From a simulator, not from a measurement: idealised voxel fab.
process module | voxel wiring stack
Section cut is 260 nm wide and gridded with 5 nm square cells.
This document writes a cross-section as a grid whose cells are square, and gives it as bands, listed from the top down; one or more rows of cells form a band.
Heads up on the band format: heights come first, top then bottom, in nm. After that it's the materials left to right, each with its width in nm. A single material flagged "everywhere" fills the whole band edge to edge, and "air" means there's empty space there.
Where do heights start? At 0: under that level the wafer as delivered is made of one material only. And the lowest band has no floor; it just carries on downward, as in "0..down".
A width given as "30 to 40" starts at the first number in the band's top row and ends at the second number in its bottom row, shifting by an equal amount at every step from row to row.
Basically "identical to before" means that step didn't change any cell in the cross-section.
"Enclosed void inventory": empty spaces of 8 cells or more with no open way to the top, each given as width x height at distance, distance from the left edge, all in nm.
Read whatever lies past the settings on a step's line as the simulator's own remark about the step.
The "overlay nm" setting may appear on a step's line; for a step that uses a mask, it gives how far to the right of its planned position the mask lay, and a negative value indicates the left.
Each pair of cross-sections that follows straddles one process step: the one shows the state before the step, the other the state after it, down to the lowest band that changed and no further. The step in question, and its settings, are given under the pair. Note that a pair is not necessarily a continuation of the pair above it, since pairs can come from different runs of this module on the same starting wafer; it is a continuation only where its entry headed "Geometry before processing" says so.

GEOMETRY BEFORE PROCESSING
	120..100: lowk (75) | air (25) | lowk (15) | air (25) | lowk (15) | air (25) | lowk (80)
	100..85: lowk (75) | air (15) | lowk (65) | air (15) | lowk (90)
	85..80: SiCN (75) | air (15) | SiCN (65) | air (15) | SiCN (90)
	80..70: lowk (75) | TiN (5) | Ru (15) | TiN (5) | lowk (15) | TiN (5) | Ru (15) | TiN (5) | lowk (15) | TiN (5) | Ru (15) | TiN (5) | lowk (80)
	70..65: lowk (75) | TiN (5) | Ru (5) | TiN (15) | lowk (15) | TiN (5) | Ru (5) | TiN (15) | lowk (15) | TiN (5) | Ru (5) | TiN (15) | lowk (80)
	65..50: lowk (75) | TiN (5) | Ru (5) | TiN (5) | lowk (25) | TiN (5) | Ru (5) | TiN (5) | lowk (25) | TiN (5) | Ru (5) | TiN (5) | lowk (90)
	50..45: SiCN (75) | TiN (15) | SiCN (25) | TiN (15) | SiCN (25) | TiN (15) | SiCN (90)
	45..20: lowk (75) | TiN (5) | Cu (15) | TiN (5) | lowk (15) | TiN (5) | Cu (15) | TiN (5) | lowk (15) | TiN (5) | Cu (15) | TiN (5) | lowk (80)
	20..15: SiCN (75) | TiN (25) | SiCN (15) | TiN (25) | SiCN (15) | TiN (25) | SiCN (80)
	15..0: SiO2 everywhere
	0..down: Si everywhere
	Enclosed void inventory: none

SECTIONAL VIEW, POST-PROCESS
	125..120: TiN (80) | air (15) | TiN (25) | air (15) | TiN (25) | air (15) | TiN (85)
	120..105: lowk (75) | TiN (5) | air (15) | TiN (5) | lowk (15) | TiN (5) | air (15) | TiN (5) | lowk (15) | TiN (5) | air (15) | TiN (5) | lowk (80)
	105..100: lowk (75) | TiN (5) | air (5) | TiN (15) | lowk (15) | TiN (25) | lowk (15) | TiN (5) | air (5) | TiN (15) | lowk (80)
	100..85: lowk (75) | TiN (5) | air (5) | TiN (5) | lowk (65) | TiN (5) | air (5) | TiN (5) | lowk (90)
	85..80: SiCN (75) | TiN (15) | SiCN (65) | TiN (15) | SiCN (90)
	Under 80: no change, same as before.
	Enclosed void inventory: none
Step sandwiched between the two cross-sections above: CONFORMAL_DEP [material TiN] [thk nm 5]

Geometry before processing: check the pair just above; its after cross-section is our before state.

SECTIONAL VIEW, POST-PROCESS
	135..125: Cu everywhere
	125..120: TiN (80) | Cu (15) | TiN (25) | Cu (15) | TiN (25) | Cu (15) | TiN (85)
	120..105: lowk (75) | TiN (5) | Cu (15) | TiN (5) | lowk (15) | TiN (5) | Cu (15) | TiN (5) | lowk (15) | TiN (5) | Cu (15) | TiN (5) | lowk (80)
	105..100: lowk (75) | TiN (5) | Cu (5) | TiN (15) | lowk (15) | TiN (25) | lowk (15) | TiN (5) | Cu (5) | TiN (15) | lowk (80)
	100..85: lowk (75) | TiN (5) | Cu (5) | TiN (5) | lowk (65) | TiN (5) | Cu (5) | TiN (5) | lowk (90)
	Under 85: no change, same as before.
	Enclosed void inventory: none
Step sandwiched between the two cross-sections above: FILL_DEP [material Cu] [thk nm 10]

Geometry before processing: check the pair just above; its after cross-section is our before state.

SECTIONAL VIEW, POST-PROCESS
	125..120: TiN (80) | Cu (15) | TiN (25) | Cu (15) | TiN (25) | Cu (15) | TiN (85)
	Under 120: no change, same as before.
	Enclosed void inventory: none
Step sandwiched between the two cross-sections above: CMP [height nm 125]

Geometry before processing: check the pair just above; its after cross-section is our before state.

SECTIONAL VIEW, POST-PROCESS
	130..125: SiCN everywhere
	Under 125: no change, same as before.
	Enclosed void inventory: none
Step sandwiched between the two cross-sections above: CONFORMAL_DEP [material SiCN] [thk nm 5]

Geometry before processing: check the pair just above; its after cross-section is our before state.

SECTIONAL VIEW, POST-PROCESS
	165..130: lowk everywhere
	Under 130: no change, same as before.
	Enclosed void inventory: none
Step sandwiched between the two cross-sections above: DIRECTIONAL_DEP [material lowk] [thk nm 35]

Geometry before processing: check the pair just above; its after cross-section is our before state.

SECTIONAL VIEW, POST-PROCESS
	185..165: resist (75) | air (15) | resist (25) | air (15) | resist (25) | air (15) | resist (90)
	Under 165: no change, same as before.
	Enclosed void inventory: none
Step sandwiched between the two cross-sections above: PATTERN [tone open] [mask id METAL_4_HOLES] [material resist] [width nm 15] [pitch nm 40] [thk nm 20] [overlay nm 0]

Geometry before processing: check the pair just above; its after cross-section is our before state.

SECTIONAL VIEW, POST-PROCESS
	185..165: resist (75) | air (15) | resist (25) | air (15) | resist (25) | air (15) | resist (90)
	165..130: lowk (75) | air (15) | lowk (25) | air (15) | lowk (25) | air (15) | lowk (90)
	Under 130: no change, same as before.
	Enclosed void inventory: none
Step sandwiched between the two cross-sections above: DIRECTIONAL_ETCH [etch materials lowk] [depth nm 35]

Geometry before processing: check the pair just above; its after cross-section is our before state.

SECTIONAL VIEW, POST-PROCESS
	165..130: lowk (75) | air (15) | lowk (25) | air (15) | lowk (25) | air (15) | lowk (90)
	Under 130: no change, same as before.
	Enclosed void inventory: none
Step sandwiched between the two cross-sections above: STRIP [etch materials resist]

Geometry before processing: check the pair just above; its after cross-section is our before state.

SECTIONAL VIEW, POST-PROCESS
	175..165: aC (75) | air (15) | aC (25) | air (15) | aC (25) | air (15) | aC (90)
	165..140: lowk (75) | air (15) | lowk (25) | air (15) | lowk (25) | air (15) | lowk (90)
	140..130: lowk (75) | aC (15) | lowk (25) | aC (15) | lowk (25) | aC (15) | lowk (90)
	Under 130: no change, same as before.
	Enclosed void inventory: none
Step sandwiched between the two cross-sections above: DIRECTIONAL_DEP [material aC] [thk nm 10]

Geometry before processing: check the pair just above; its after cross-section is our before state.

SECTIONAL VIEW, POST-PROCESS
	205..175: resist (75) | air (25) | resist (15) | air (25) | resist (15) | air (25) | resist (80)
	Under 175: no change, same as before.
	Enclosed void inventory: none
Step sandwiched between the two cross-sections above: PATTERN [tone open] [mask id METAL_4] [material resist] [width nm 25] [pitch nm 40] [thk nm 30] [overlay nm 0]

Geometry before processing: check the pair just above; its after cross-section is our before state.

SECTIONAL VIEW, POST-PROCESS
	195..175: resist (75) | air (25) | resist (15) | air (25) | resist (15) | air (25) | resist (80)
	175..165: aC (75) | air (25) | aC (15) | air (25) | aC (15) | air (25) | aC (80)
	165..130: lowk (75) | air (15) | lowk (25) | air (15) | lowk (25) | air (15) | lowk (90)
	Under 130: no change, same as before.
	Enclosed void inventory: none
Step sandwiched between the two cross-sections above: DIRECTIONAL_ETCH [etch materials aC] [depth nm 10]

Geometry before processing: check the pair just above; its after cross-section is our before state.

SECTIONAL VIEW, POST-PROCESS
	175..165: aC (75) | air (25) | aC (15) | air (25) | aC (15) | air (25) | aC (80)
	Under 165: no change, same as before.
	Enclosed void inventory: none
Step sandwiched between the two cross-sections above: STRIP [etch materials resist]

Geometry before processing: check the pair just above; its after cross-section is our before state.

SECTIONAL VIEW, POST-PROCESS
	175..165: aC (75) | air (25) | aC (15) | air (25) | aC (15) | air (25) | aC (80)
	165..145: lowk (75) | air (25) | lowk (15) | air (25) | lowk (15) | air (25) | lowk (80)
	Under 145: no change, same as before.
	Enclosed void inventory: none
Step sandwiched between the two cross-sections above: DIRECTIONAL_ETCH [etch materials lowk] [depth nm 20]

Geometry before processing: check the pair just above; its after cross-section is our before state.

SECTIONAL VIEW, POST-PROCESS
	175..165: aC (75) | air (25) | aC (15) | air (25) | aC (15) | air (25) | aC (80)
	165..145: lowk (75) | air (25) | lowk (15) | air (25) | lowk (15) | air (25) | lowk (80)
	145..130: lowk (75) | air (15) | lowk (25) | air (15) | lowk (25) | air (15) | lowk (90)
	130..125: SiCN (75) | air (15) | SiCN (25) | air (15) | SiCN (25) | air (15) | SiCN (90)
	Under 125: no change, same as before.
	Enclosed void inventory: none
Step sandwiched between the two cross-sections above: DIRECTIONAL_ETCH [etch materials SiCN] [depth nm 5]

Geometry before processing: check the pair just above; its after cross-section is our before state.

SECTIONAL VIEW, POST-PROCESS
	165..145: lowk (75) | air (25) | lowk (15) | air (25) | lowk (15) | air (25) | lowk (80)
	Under 145: no change, same as before.
	Enclosed void inventory: none
Step sandwiched between the two cross-sections above: STRIP [etch materials aC]

Geometry before processing: check the pair just above; its after cross-section is our before state.

SECTIONAL VIEW, POST-PROCESS
	170..165: TiN (80) | air (15) | TiN (25) | air (15) | TiN (25) | air (15) | TiN (85)
	165..150: lowk (75) | TiN (5) | air (15) | TiN (5) | lowk (15) | TiN (5) | air (15) | TiN (5) | lowk (15) | TiN (5) | air (15) | TiN (5) | lowk (80)
	150..145: lowk (75) | TiN (5) | air (5) | TiN (15) | lowk (15) | TiN (5) | air (5) | TiN (15) | lowk (15) | TiN (5) | air (5) | TiN (15) | lowk (80)
	145..130: lowk (75) | TiN (5) | air (5) | TiN (5) | lowk (25) | TiN (5) | air (5) | TiN (5) | lowk (25) | TiN (5) | air (5) | TiN (5) | lowk (90)
	130..125: SiCN (75) | TiN (15) | SiCN (25) | TiN (15) | SiCN (25) | TiN (15) | SiCN (90)
	Under 125: no change, same as before.
	Enclosed void inventory: none
Step sandwiched between the two cross-sections above: CONFORMAL_DEP [material TiN] [thk nm 5]

Geometry before processing: check the pair just above; its after cross-section is our before state.

SECTIONAL VIEW, POST-PROCESS
	180..170: Cu everywhere
	170..165: TiN (80) | Cu (15) | TiN (25) | Cu (15) | TiN (25) | Cu (15) | TiN (85)
	165..150: lowk (75) | TiN (5) | Cu (15) | TiN (5) | lowk (15) | TiN (5) | Cu (15) | TiN (5) | lowk (15) | TiN (5) | Cu (15) | TiN (5) | lowk (80)
	150..145: lowk (75) | TiN (5) | Cu (5) | TiN (15) | lowk (15) | TiN (5) | Cu (5) | TiN (15) | lowk (15) | TiN (5) | Cu (5) | TiN (15) | lowk (80)
	145..130: lowk (75) | TiN (5) | Cu (5) | TiN (5) | lowk (25) | TiN (5) | Cu (5) | TiN (5) | lowk (25) | TiN (5) | Cu (5) | TiN (5) | lowk (90)
	Under 130: no change, same as before.
	Enclosed void inventory: none
Step sandwiched between the two cross-sections above: FILL_DEP [material Cu] [thk nm 10]

Geometry before processing: check the pair just above; its after cross-section is our before state.

SECTIONAL VIEW, POST-PROCESS
	165..150: lowk (75) | TiN (5) | Cu (15) | TiN (5) | lowk (15) | TiN (5) | Cu (15) | TiN (5) | lowk (15) | TiN (5) | Cu (15) | TiN (5) | lowk (80)
	Under 150: no change, same as before.
	Enclosed void inventory: none
Step sandwiched between the two cross-sections above: CMP [height nm 165]

Geometry before processing: check the pair just above; its after cross-section is our before state.

SECTIONAL VIEW, POST-PROCESS
	170..165: SiCN everywhere
	Under 165: no change, same as before.
	Enclosed void inventory: none
Step sandwiched between the two cross-sections above: CONFORMAL_DEP [material SiCN] [thk nm 5]

GEOMETRY BEFORE PROCESSING
	135..125: aC (75) | air (25) | aC (15) | air (25) | aC (15) | air (25) | aC (80)
	125..115: lowk (75) | air (25) | lowk (15) | air (25) | lowk (15) | air (25) | lowk (80)
	115..105: lowk (75) | aC (25) | lowk (15) | aC (25) | lowk (15) | aC (25) | lowk (80)
	105..90: lowk everywhere
	90..85: SiCN everywhere
	85..70: lowk (75) | TiN (5) | Ru (15) | TiN (5) | lowk (15) | TiN (5) | Ru (15) | TiN (5) | lowk (15) | TiN (5) | Ru (15) | TiN (5) | lowk (80)
	70..65: lowk (75) | TiN (5) | Ru (5) | TiN (15) | lowk (15) | TiN (5) | Ru (5) | TiN (15) | lowk (15) | TiN (5) | Ru (5) | TiN (15) | lowk (80)
	65..50: lowk (75) | TiN (5) | Ru (5) | TiN (5) | lowk (25) | TiN (5) | Ru (5) | TiN (5) | lowk (25) | TiN (5) | Ru (5) | TiN (5) | lowk (90)
	50..45: SiCN (75) | TiN (15) | SiCN (25) | TiN (15) | SiCN (25) | TiN (15) | SiCN (90)
	45..20: lowk (75) | TiN (5) | Cu (15) | TiN (5) | lowk (15) | TiN (5) | Cu (15) | TiN (5) | lowk (15) | TiN (5) | Cu (15) | TiN (5) | lowk (80)
	20..15: SiCN (75) | TiN (25) | SiCN (15) | TiN (25) | SiCN (15) | TiN (25) | SiCN (80)
	15..0: SiO2 everywhere
	0..down: Si everywhere
	Enclosed void inventory: none

SECTIONAL VIEW, POST-PROCESS
	165..135: resist (70) | air (25) | resist (55) | air (25) | resist (85)
	135..125: aC (75) | air (20) | resist (5) | aC (15) | resist (25) | aC (15) | air (20) | resist (5) | aC (80)
	125..115: lowk (75) | air (20) | resist (5) | lowk (15) | resist (25) | lowk (15) | air (20) | resist (5) | lowk (80)
	Under 115: no change, same as before.
	Enclosed void inventory: none
Step sandwiched between the two cross-sections above: PATTERN [tone open] [mask id METAL_3_HOLES] [material resist] [width nm 25] [pitch nm 80] [thk nm 30] [overlay nm 0]

Geometry before processing: check the pair just above; its after cross-section is our before state.

SECTIONAL VIEW, POST-PROCESS
	155..135: resist (70) | air (25) | resist (55) | air (25) | resist (85)
	135..125: aC (70) | air (25) | resist (5) | aC (15) | resist (25) | aC (10) | air (25) | resist (5) | aC (80)
	125..115: lowk (75) | air (20) | resist (5) | lowk (15) | resist (25) | lowk (15) | air (20) | resist (5) | lowk (80)
	115..105: lowk (75) | air (20) | aC (5) | lowk (15) | aC (25) | lowk (15) | air (20) | aC (5) | lowk (80)
	Under 105: no change, same as before.
	Enclosed void inventory: none
Step sandwiched between the two cross-sections above: DIRECTIONAL_ETCH [etch materials aC] [depth nm 10]

Geometry before processing: check the pair just above; its after cross-section is our before state.

SECTIONAL VIEW, POST-PROCESS
	135..125: aC (70) | air (30) | aC (15) | air (25) | aC (10) | air (30) | aC (80)
	125..115: lowk (75) | air (25) | lowk (15) | air (25) | lowk (15) | air (25) | lowk (80)
	Under 115: no change, same as before.
	Enclosed void inventory: none
Step sandwiched between the two cross-sections above: STRIP [etch materials resist]

Geometry before processing: check the pair just above; its after cross-section is our before state.

SECTIONAL VIEW, POST-PROCESS
	135..125: aC (70) | air (30) | aC (15) | air (25) | aC (10) | air (30) | aC (80)
	125..115: lowk (70) | air (30) | lowk (15) | air (25) | lowk (10) | air (30) | lowk (80)
	115..105: lowk (70 to 75) | air (25 to 20) | aC (5) | lowk (15) | aC (25) | lowk (10 to 15) | air (25 to 20) | aC (5) | lowk (80)
	105..90: lowk (75) | air (20) | lowk (60) | air (20) | lowk (85)
	Under 90: no change, same as before.
	Enclosed void inventory: none
Step sandwiched between the two cross-sections above: DIRECTIONAL_ETCH [etch materials lowk] [depth nm 15]

Geometry before processing: check the pair just above; its after cross-section is our before state.

SECTIONAL VIEW, POST-PROCESS
	135..125: aC (70) | air (30) | aC (15) | air (25) | aC (10) | air (30) | aC (80)
	125..115: lowk (70) | air (30) | lowk (15) | air (25) | lowk (10) | air (30) | lowk (80)
	115..105: lowk (70 to 75) | air (25 to 20) | aC (5) | lowk (15) | aC (25) | lowk (10 to 15) | air (25 to 20) | aC (5) | lowk (80)
	105..90: lowk (75) | air (20) | lowk (60) | air (20) | lowk (85)
	90..85: SiCN (75) | air (20) | SiCN (60) | air (20) | SiCN (85)
	Under 85: no change, same as before.
	Enclosed void inventory: none
Step sandwiched between the two cross-sections above: DIRECTIONAL_ETCH [etch materials SiCN] [depth nm 5]

Geometry before processing: check the pair just above; its after cross-section is our before state.

SECTIONAL VIEW, POST-PROCESS
	125..110: lowk (70) | air (30) | lowk (15) | air (25) | lowk (10) | air (30) | lowk (80)
	110..105: lowk (75) | air (25) | lowk (15) | air (25) | lowk (15) | air (25) | lowk (80)
	Under 105: no change, same as before.
	Enclosed void inventory: none
Step sandwiched between the two cross-sections above: STRIP [etch materials aC]

Geometry before processing: check the pair just above; its after cross-section is our before state.

SECTIONAL VIEW, POST-PROCESS
	130..125: TiN (75) | air (20) | TiN (25) | air (15) | TiN (20) | air (20) | TiN (85)
	125..115: lowk (70) | TiN (5) | air (20) | TiN (5) | lowk (15) | TiN (5) | air (15) | TiN (5) | lowk (10) | TiN (5) | air (20) | TiN (5) | lowk (80)
	115..110: lowk (70) | TiN (10) | air (15) | TiN (5) | lowk (15) | TiN (5) | air (15) | TiN (5) | lowk (10) | TiN (10) | air (15) | TiN (5) | lowk (80)
	110..105: lowk (75) | TiN (5) | air (10) | TiN (10) | lowk (15) | TiN (25) | lowk (15) | TiN (5) | air (10) | TiN (10) | lowk (80)
	105..90: lowk (75) | TiN (5) | air (10) | TiN (5) | lowk (60) | TiN (5) | air (10) | TiN (5) | lowk (85)
	90..85: SiCN (75) | TiN (20) | SiCN (60) | TiN (20) | SiCN (85)
	Under 85: no change, same as before.
	Enclosed void inventory: none
Step sandwiched between the two cross-sections above: CONFORMAL_DEP [material TiN] [thk nm 5]

Geometry before processing: check the pair just above; its after cross-section is our before state.

SECTIONAL VIEW, POST-PROCESS
	140..130: Cu everywhere
	130..125: TiN (75) | Cu (20) | TiN (25) | Cu (15) | TiN (20) | Cu (20) | TiN (85)
	125..115: lowk (70) | TiN (5) | Cu (20) | TiN (5) | lowk (15) | TiN (5) | Cu (15) | TiN (5) | lowk (10) | TiN (5) | Cu (20) | TiN (5) | lowk (80)
	115..110: lowk (70) | TiN (10) | Cu (15) | TiN (5) | lowk (15) | TiN (5) | Cu (15) | TiN (5) | lowk (10) | TiN (10) | Cu (15) | TiN (5) | lowk (80)
	110..105: lowk (75) | TiN (5) | Cu (10) | TiN (10) | lowk (15) | TiN (25) | lowk (15) | TiN (5) | Cu (10) | TiN (10) | lowk (80)
	105..90: lowk (75) | TiN (5) | Cu (10) | TiN (5) | lowk (60) | TiN (5) | Cu (10) | TiN (5) | lowk (85)
	Under 90: no change, same as before.
	Enclosed void inventory: none
Step sandwiched between the two cross-sections above: FILL_DEP [material Cu] [thk nm 10]

Geometry before processing: check the pair just above; its after cross-section is our before state.

SECTIONAL VIEW, POST-PROCESS
	125..115: lowk (70) | TiN (5) | Cu (20) | TiN (5) | lowk (15) | TiN (5) | Cu (15) | TiN (5) | lowk (10) | TiN (5) | Cu (20) | TiN (5) | lowk (80)
	Under 115: no change, same as before.
	Enclosed void inventory: none
Step sandwiched between the two cross-sections above: CMP [height nm 125]

Geometry before processing: check the pair just above; its after cross-section is our before state.

SECTIONAL VIEW, POST-PROCESS
	130..125: SiCN everywhere
	Under 125: no change, same as before.
	Enclosed void inventory: none
Step sandwiched between the two cross-sections above: CONFORMAL_DEP [material SiCN] [thk nm 5]

Geometry before processing: check the pair just above; its after cross-section is our before state.

SECTIONAL VIEW, POST-PROCESS
	165..130: lowk everywhere
	Under 130: no change, same as before.
	Enclosed void inventory: none
Step sandwiched between the two cross-sections above: DIRECTIONAL_DEP [material lowk] [thk nm 35]

Geometry before processing: check the pair just above; its after cross-section is our before state.

SECTIONAL VIEW, POST-PROCESS
	185..165: resist (75) | air (15) | resist (25) | air (15) | resist (25) | air (15) | resist (90)
	Under 165: no change, same as before.
	Enclosed void inventory: none
Step sandwiched between the two cross-sections above: PATTERN [tone open] [mask id METAL_4_HOLES] [material resist] [width nm 15] [pitch nm 40] [thk nm 20] [overlay nm 0]

Geometry before processing: check the pair just above; its after cross-section is our before state.

SECTIONAL VIEW, POST-PROCESS
	185..165: resist (75) | air (15) | resist (25) | air (15) | resist (25) | air (15) | resist (90)
	165..130: lowk (75) | air (15) | lowk (25) | air (15) | lowk (25) | air (15) | lowk (90)
	Under 130: no change, same as before.
	Enclosed void inventory: none
Step sandwiched between the two cross-sections above: DIRECTIONAL_ETCH [etch materials lowk] [depth nm 35]

Geometry before processing: check the pair just above; its after cross-section is our before state.

SECTIONAL VIEW, POST-PROCESS
	165..130: lowk (75) | air (15) | lowk (25) | air (15) | lowk (25) | air (15) | lowk (90)
	Under 130: no change, same as before.
	Enclosed void inventory: none
Step sandwiched between the two cross-sections above: STRIP [etch materials resist]

Geometry before processing: check the pair just above; its after cross-section is our before state.

SECTIONAL VIEW, POST-PROCESS
	175..165: aC (75) | air (15) | aC (25) | air (15) | aC (25) | air (15) | aC (90)
	165..140: lowk (75) | air (15) | lowk (25) | air (15) | lowk (25) | air (15) | lowk (90)
	140..130: lowk (75) | aC (15) | lowk (25) | aC (15) | lowk (25) | aC (15) | lowk (90)
	Under 130: no change, same as before.
	Enclosed void inventory: none
Step sandwiched between the two cross-sections above: DIRECTIONAL_DEP [material aC] [thk nm 10]

Geometry before processing: check the pair just above; its after cross-section is our before state.

SECTIONAL VIEW, POST-PROCESS
	205..175: resist (75) | air (25) | resist (15) | air (25) | resist (15) | air (25) | resist (80)
	Under 175: no change, same as before.
	Enclosed void inventory: none
Step sandwiched between the two cross-sections above: PATTERN [tone open] [mask id METAL_4] [material resist] [width nm 25] [pitch nm 40] [thk nm 30] [overlay nm 0]

Geometry before processing: check the pair just above; its after cross-section is our before state.

SECTIONAL VIEW, POST-PROCESS
	195..175: resist (75) | air (25) | resist (15) | air (25) | resist (15) | air (25) | resist (80)
	175..165: aC (75) | air (25) | aC (15) | air (25) | aC (15) | air (25) | aC (80)
	165..130: lowk (75) | air (15) | lowk (25) | air (15) | lowk (25) | air (15) | lowk (90)
	Under 130: no change, same as before.
	Enclosed void inventory: none
Step sandwiched between the two cross-sections above: DIRECTIONAL_ETCH [etch materials aC] [depth nm 10]

Geometry before processing: check the pair just above; its after cross-section is our before state.

SECTIONAL VIEW, POST-PROCESS
	175..165: aC (75) | air (25) | aC (15) | air (25) | aC (15) | air (25) | aC (80)
	Under 165: no change, same as before.
	Enclosed void inventory: none
Step sandwiched between the two cross-sections above: STRIP [etch materials resist]

Geometry before processing: check the pair just above; its after cross-section is our before state.

SECTIONAL VIEW, POST-PROCESS
	175..165: aC (75) | air (25) | aC (15) | air (25) | aC (15) | air (25) | aC (80)
	165..145: lowk (75) | air (25) | lowk (15) | air (25) | lowk (15) | air (25) | lowk (80)
	Under 145: no change, same as before.
	Enclosed void inventory: none
Step sandwiched between the two cross-sections above: DIRECTIONAL_ETCH [etch materials lowk] [depth nm 20]

Geometry before processing: check the pair just above; its after cross-section is our before state.

SECTIONAL VIEW, POST-PROCESS
	175..165: aC (75) | air (25) | aC (15) | air (25) | aC (15) | air (25) | aC (80)
	165..145: lowk (75) | air (25) | lowk (15) | air (25) | lowk (15) | air (25) | lowk (80)
	145..130: lowk (75) | air (15) | lowk (25) | air (15) | lowk (25) | air (15) | lowk (90)
	130..125: SiCN (75) | air (15) | SiCN (25) | air (15) | SiCN (25) | air (15) | SiCN (90)
	Under 125: no change, same as before.
	Enclosed void inventory: none
Step sandwiched between the two cross-sections above: DIRECTIONAL_ETCH [etch materials SiCN] [depth nm 5]

Geometry before processing: check the pair just above; its after cross-section is our before state.

SECTIONAL VIEW, POST-PROCESS
	165..145: lowk (75) | air (25) | lowk (15) | air (25) | lowk (15) | air (25) | lowk (80)
	Under 145: no change, same as before.
	Enclosed void inventory: none
Step sandwiched between the two cross-sections above: STRIP [etch materials aC]

Geometry before processing: check the pair just above; its after cross-section is our before state.

SECTIONAL VIEW, POST-PROCESS
	170..165: TiN (80) | air (15) | TiN (25) | air (15) | TiN (25) | air (15) | TiN (85)
	165..150: lowk (75) | TiN (5) | air (15) | TiN (5) | lowk (15) | TiN (5) | air (15) | TiN (5) | lowk (15) | TiN (5) | air (15) | TiN (5) | lowk (80)
	150..145: lowk (75) | TiN (5) | air (5) | TiN (15) | lowk (15) | TiN (5) | air (5) | TiN (15) | lowk (15) | TiN (5) | air (5) | TiN (15) | lowk (80)
	145..130: lowk (75) | TiN (5) | air (5) | TiN (5) | lowk (25) | TiN (5) | air (5) | TiN (5) | lowk (25) | TiN (5) | air (5) | TiN (5) | lowk (90)
	130..125: SiCN (75) | TiN (15) | SiCN (25) | TiN (15) | SiCN (25) | TiN (15) | SiCN (90)
	Under 125: no change, same as before.
	Enclosed void inventory: none
Step sandwiched between the two cross-sections above: CONFORMAL_DEP [material TiN] [thk nm 5]

Geometry before processing: check the pair just above; its after cross-section is our before state.

SECTIONAL VIEW, POST-PROCESS
	180..170: Cu everywhere
	170..165: TiN (80) | Cu (15) | TiN (25) | Cu (15) | TiN (25) | Cu (15) | TiN (85)
	165..150: lowk (75) | TiN (5) | Cu (15) | TiN (5) | lowk (15) | TiN (5) | Cu (15) | TiN (5) | lowk (15) | TiN (5) | Cu (15) | TiN (5) | lowk (80)
	150..145: lowk (75) | TiN (5) | Cu (5) | TiN (15) | lowk (15) | TiN (5) | Cu (5) | TiN (15) | lowk (15) | TiN (5) | Cu (5) | TiN (15) | lowk (80)
	145..130: lowk (75) | TiN (5) | Cu (5) | TiN (5) | lowk (25) | TiN (5) | Cu (5) | TiN (5) | lowk (25) | TiN (5) | Cu (5) | TiN (5) | lowk (90)
	Under 130: no change, same as before.
	Enclosed void inventory: none
Step sandwiched between the two cross-sections above: FILL_DEP [material Cu] [thk nm 10]

Geometry before processing: check the pair just above; its after cross-section is our before state.

SECTIONAL VIEW, POST-PROCESS
	165..150: lowk (75) | TiN (5) | Cu (15) | TiN (5) | lowk (15) | TiN (5) | Cu (15) | TiN (5) | lowk (15) | TiN (5) | Cu (15) | TiN (5) | lowk (80)
	Under 150: no change, same as before.
	Enclosed void inventory: none
Step sandwiched between the two cross-sections above: CMP [height nm 165]

Geometry before processing: check the pair just above; its after cross-section is our before state.

SECTIONAL VIEW, POST-PROCESS
	170..165: SiCN everywhere
	Under 165: no change, same as before.
	Enclosed void inventory: none
Step sandwiched between the two cross-sections above: CONFORMAL_DEP [material SiCN] [thk nm 5]

GEOMETRY BEFORE PROCESSING
	135..125: aC everywhere
	125..90: lowk everywhere
	90..85: SiCN everywhere
	85..70: lowk (75) | TiN (5) | Ru (15) | TiN (5) | lowk (15) | TiN (5) | Ru (15) | TiN (5) | lowk (15) | TiN (5) | Ru (15) | TiN (5) | lowk (80)
	70..65: lowk (75) | TiN (5) | Ru (5) | TiN (15) | lowk (15) | TiN (5) | Ru (5) | TiN (15) | lowk (15) | TiN (5) | Ru (5) | TiN (15) | lowk (80)
	65..50: lowk (75) | TiN (5) | Ru (5) | TiN (5) | lowk (25) | TiN (5) | Ru (5) | TiN (5) | lowk (25) | TiN (5) | Ru (5) | TiN (5) | lowk (90)
	50..45: SiCN (75) | TiN (15) | SiCN (25) | TiN (15) | SiCN (25) | TiN (15) | SiCN (90)
	45..20: lowk (75) | TiN (5) | Cu (15) | TiN (5) | lowk (15) | TiN (5) | Cu (15) | TiN (5) | lowk (15) | TiN (5) | Cu (15) | TiN (5) | lowk (80)
	20..15: SiCN (75) | TiN (25) | SiCN (15) | TiN (25) | SiCN (15) | TiN (25) | SiCN (80)
	15..0: SiO2 everywhere
	0..down: Si everywhere
	Enclosed void inventory: none

SECTIONAL VIEW, POST-PROCESS
	165..135: resist (70) | air (25) | resist (15) | air (25) | resist (15) | air (25) | resist (85)
	Under 135: no change, same as before.
	Enclosed void inventory: none
Step sandwiched between the two cross-sections above: PATTERN [tone open] [mask id METAL_3] [material resist] [width nm 25] [pitch nm 40] [thk nm 30] [overlay nm -5]

Geometry before processing: check the pair just above; its after cross-section is our before state.

SECTIONAL VIEW, POST-PROCESS
	155..135: resist (70) | air (25) | resist (15) | air (25) | resist (15) | air (25) | resist (85)
	135..125: aC (70) | air (25) | aC (15) | air (25) | aC (15) | air (25) | aC (85)
	Under 125: no change, same as before.
	Enclosed void inventory: none
Step sandwiched between the two cross-sections above: DIRECTIONAL_ETCH [etch materials aC] [depth nm 10]

Geometry before processing: check the pair just above; its after cross-section is our before state.

SECTIONAL VIEW, POST-PROCESS
	135..125: aC (70) | air (25) | aC (15) | air (25) | aC (15) | air (25) | aC (85)
	Under 125: no change, same as before.
	Enclosed void inventory: none
Step sandwiched between the two cross-sections above: STRIP [etch materials resist]

Geometry before processing: check the pair just above; its after cross-section is our before state.

SECTIONAL VIEW, POST-PROCESS
	135..125: aC (70) | air (25) | aC (15) | air (25) | aC (15) | air (25) | aC (85)
	125..105: lowk (70) | air (25) | lowk (15) | air (25) | lowk (15) | air (25) | lowk (85)
	Under 105: no change, same as before.
	Enclosed void inventory: none
Step sandwiched between the two cross-sections above: DIRECTIONAL_ETCH [etch materials lowk] [depth nm 20]

Geometry before processing: check the pair just above; its after cross-section is our before state.

SECTIONAL VIEW, POST-PROCESS
	125..105: lowk (70) | air (25) | lowk (15) | air (25) | lowk (15) | air (25) | lowk (85)
	Under 105: no change, same as before.
	Enclosed void inventory: none
Step sandwiched between the two cross-sections above: STRIP [etch materials aC]

Geometry before processing: check the pair just above; its after cross-section is our before state.

SECTIONAL VIEW, POST-PROCESS
	135..125: aC (70) | air (25) | aC (15) | air (25) | aC (15) | air (25) | aC (85)
	125..115: lowk (70) | air (25) | lowk (15) | air (25) | lowk (15) | air (25) | lowk (85)
	115..105: lowk (70) | aC (25) | lowk (15) | aC (25) | lowk (15) | aC (25) | lowk (85)
	Under 105: no change, same as before.
	Enclosed void inventory: none
Step sandwiched between the two cross-sections above: DIRECTIONAL_DEP [material aC] [thk nm 10]
